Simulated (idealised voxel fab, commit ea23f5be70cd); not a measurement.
process module | voxel transistor to metal
cross-section cut | 185 nm wide | cells 5 nm
A cross-section is a grid of square cells, given in bands from the top down. A band is one or more rows of cells.
Each band's line starts with the height of the band's top and of its bottom, in nm. Then come its materials from left to right, each with its width in nm. One material with "throughout" fills the band from edge to edge. "air" is empty space.
Height 0 is the level under which the wafer as received is all one material. The lowest band goes on downwards, as in "0 down".
A width such as "30 to 40" changes by the same amount from each row of cells to the next, from the band's top row to its bottom row.
"no change" after a step means that no cell of the cross-section changed.
closed voids: empty space of 8 cells or more with no open way to the top, each as width x height at its distance from the left edge, in nm
after a step's settings: what the simulator itself notes on the step
overlay nm, on a step with a mask: how far to the right of its planned place the mask lay; to the left if negative
plan
1 op RECEIVE | material Si
2 op OXIDIZE | depth nm 5
3 op CONFORMAL_DEP | material SiN | thk nm 10
4 op DIRECTIONAL_DEP | material aC | thk nm 10
5 op PATTERN | tone cover | mask id ACTIVE | material resist | width nm 95 | thk nm 30 | overlay nm 0
6 op DIRECTIONAL_ETCH | etch materials aC | depth nm 10
7 op STRIP | etch materials resist
8 op DIRECTIONAL_ETCH | etch materials SiN | depth nm 10
9 op DIRECTIONAL_ETCH | etch materials SiO2 | depth nm 5
10 op DIRECTIONAL_ETCH | etch materials Si | depth nm 25
11 op STRIP | etch materials aC
12 op FILL_DEP | material SiO2 | thk nm 10
13 op CMP | height nm 10
14 op SELECTIVE_ETCH | etch materials SiO2 | depth nm 5
15 op STRIP | etch materials SiN
16 op SELECTIVE_ETCH | etch materials SiO2 | depth nm 5
17 op OXIDIZE | depth nm 5
18 op DIRECTIONAL_DEP | material polySi | thk nm 20
19 op DIRECTIONAL_DEP | material SiCN | thk nm 15
20 op DIRECTIONAL_DEP | material aC | thk nm 10
21 op PATTERN | tone cover | mask id GATE | material resist | width nm 25 | thk nm 30 | overlay nm 0
22 op DIRECTIONAL_ETCH | etch materials aC | depth nm 10
23 op STRIP | etch materials resist
24 op DIRECTIONAL_ETCH | etch materials SiCN | depth nm 25
25 op DIRECTIONAL_ETCH | etch materials polySi | depth nm 30
26 op STRIP | etch materials aC
27 op CONFORMAL_DEP | material SiN | thk nm 10
28 op DIRECTIONAL_ETCH | etch materials SiN | depth nm 10
29 op DIRECTIONAL_ETCH | etch materials SiO2 | depth nm 5
30 op EPI | material nSi | thk nm 5
31 op FILL_DEP | material SiO2 | thk nm 5
32 op CMP | height nm 15
33 op STRIP | etch materials polySi
34 op SELECTIVE_ETCH | etch materials SiO2 | depth nm 5
35 op CONFORMAL_DEP | material HfO2 | thk nm 5
36 op CONFORMAL_DEP | material TiN | thk nm 5
37 op FILL_DEP | material W | thk nm 10
38 op CMP | height nm 10
39 op DIRECTIONAL_DEP | material SiO2 | thk nm 15
40 op DIRECTIONAL_DEP | material aC | thk nm 10
41 op PATTERN | tone open | mask id CONTACT | material resist | width nm 15 | pitch nm 70 | thk nm 30 | overlay nm 0
42 op DIRECTIONAL_ETCH | etch materials aC | depth nm 10
43 op STRIP | etch materials resist
44 op DIRECTIONAL_ETCH | etch materials SiO2 | depth nm 30
45 op STRIP | etch materials aC
46 op CONFORMAL_DEP | material TiN | thk nm 5
47 op FILL_DEP | material W | thk nm 5
48 op CMP | height nm 25
49 op DIRECTIONAL_DEP | material TiN | thk nm 5
50 op DIRECTIONAL_DEP | material W | thk nm 15
51 op DIRECTIONAL_DEP | material aC | thk nm 15
52 op PATTERN | tone cover | mask id METAL_1 | material resist | width nm 15 | pitch nm 70 | thk nm 35 | overlay nm 0
53 op DIRECTIONAL_ETCH | etch materials aC | depth nm 15
54 op STRIP | etch materials resist
55 op DIRECTIONAL_ETCH | etch materials W | depth nm 15
56 op DIRECTIONAL_ETCH | etch materials TiN | depth nm 5
57 op STRIP | etch materials aC
58 op FILL_DEP | material lowk | thk nm 10
59 op CMP | height nm 45
60 op CONFORMAL_DEP | material SiCN | thk nm 5
61 op DIRECTIONAL_DEP | material SiO2 | thk nm 35
62 op PATTERN | tone open | mask id METAL_2 | material resist | width nm 15 | pitch nm 70 | thk nm 20 | overlay nm 0
63 op DIRECTIONAL_ETCH | etch materials SiO2 | depth nm 20
64 op STRIP | etch materials resist
65 op MASKED_ETCH | tone open | mask id METAL_2_HOLES | width nm 15 | pitch nm 70 | etch materials SiO2 | depth nm 15 | overlay nm 0
66 op MASKED_ETCH | tone open | mask id METAL_2_HOLES | width nm 15 | pitch nm 70 | etch materials SiCN | depth nm 5 | overlay nm 0
67 op CONFORMAL_DEP | material TiN | thk nm 5
68 op FILL_DEP | material Cu | thk nm 10
69 op CMP | height nm 85
70 op CONFORMAL_DEP | material SiCN | thk nm 5
as received, after step 1
  0 down: Si throughout
  closed voids: none
first wafer at the end, as planned
  90 to 85: SiCN throughout
  85 to 50: SiO2 50 | TiN 5 | Cu 5 | TiN 5 | SiO2 55 | TiN 5 | Cu 5 | TiN 5 | SiO2 50
  50 to 45: SiCN 50 | TiN 15 | SiCN 55 | TiN 15 | SiCN 50
  45 to 30: lowk 50 | W 15 | lowk 55 | W 15 | lowk 50
  30 to 25: lowk 50 | TiN 15 | lowk 55 | TiN 15 | lowk 50
  25 to 10: SiO2 50 | TiN 5 | W 5 | TiN 5 | SiO2 55 | TiN 5 | W 5 | TiN 5 | SiO2 50
  10 to 0: SiO2 50 | TiN 5 | W 5 | TiN 5 | SiO2 5 | SiN 10 | HfO2 5 | TiN 5 | W 5 | TiN 5 | HfO2 5 | SiN 10 | SiO2 5 | TiN 5 | W 5 | TiN 5 | SiO2 50
  0 to -5: SiO2 40 | SiN 10 | TiN 15 | SiO2 5 | SiN 10 | HfO2 5 | TiN 15 | HfO2 5 | SiN 10 | SiO2 5 | TiN 15 | SiN 10 | SiO2 40
  -5 to -10: SiO2 50 | nSi 20 | SiO2 5 | HfO2 35 | SiO2 5 | nSi 20 | SiO2 50
  -10 to -30: SiO2 45 | Si 95 | SiO2 45
  -30 down: Si throughout
  closed voids: none
second wafer at the end: like start, like plan, one mistake
  90 to 85: SiCN throughout
  85 to 75: SiO2 40 | TiN 5 | Cu 15 | TiN 5 | SiO2 45 | TiN 5 | Cu 15 | TiN 5 | SiO2 50
  75 to 70: SiO2 40 | TiN 5 | Cu 5 | TiN 15 | SiO2 45 | TiN 5 | Cu 5 | TiN 15 | SiO2 50
  70 to 65: SiO2 40 | TiN 15 | SiO2 55 | TiN 15 | SiO2 60
  65 to 50: SiO2 50 | TiN 5 | SiO2 65 | TiN 5 | SiO2 60
  50 to 45: SiCN 50 | TiN 5 | SiCN 65 | TiN 5 | SiCN 60
  45 to 30: lowk 50 | W 15 | lowk 55 | W 15 | lowk 50
  30 to 25: lowk 50 | TiN 15 | lowk 55 | TiN 15 | lowk 50
  25 to 10: SiO2 50 | TiN 5 | W 5 | TiN 5 | SiO2 55 | TiN 5 | W 5 | TiN 5 | SiO2 50
  10 to 0: SiO2 50 | TiN 5 | W 5 | TiN 5 | SiO2 5 | SiN 10 | HfO2 5 | TiN 5 | W 5 | TiN 5 | HfO2 5 | SiN 10 | SiO2 5 | TiN 5 | W 5 | TiN 5 | SiO2 50
  0 to -5: SiO2 40 | SiN 10 | TiN 15 | SiO2 5 | SiN 10 | HfO2 5 | TiN 15 | HfO2 5 | SiN 10 | SiO2 5 | TiN 15 | SiN 10 | SiO2 40
  -5 to -10: SiO2 50 | nSi 20 | SiO2 5 | HfO2 35 | SiO2 5 | nSi 20 | SiO2 50
  -10 to -30: SiO2 45 | Si 95 | SiO2 45
  -30 down: Si throughout
  closed voids: none
what went wrong: step 62 ran as: op PATTERN | tone open | mask id METAL_2 | material resist | width nm 15 | pitch nm 70 | thk nm 20 | overlay nm -10
at the end the second wafer has, in cells: 4 more of SiCN | 4 fewer of TiN
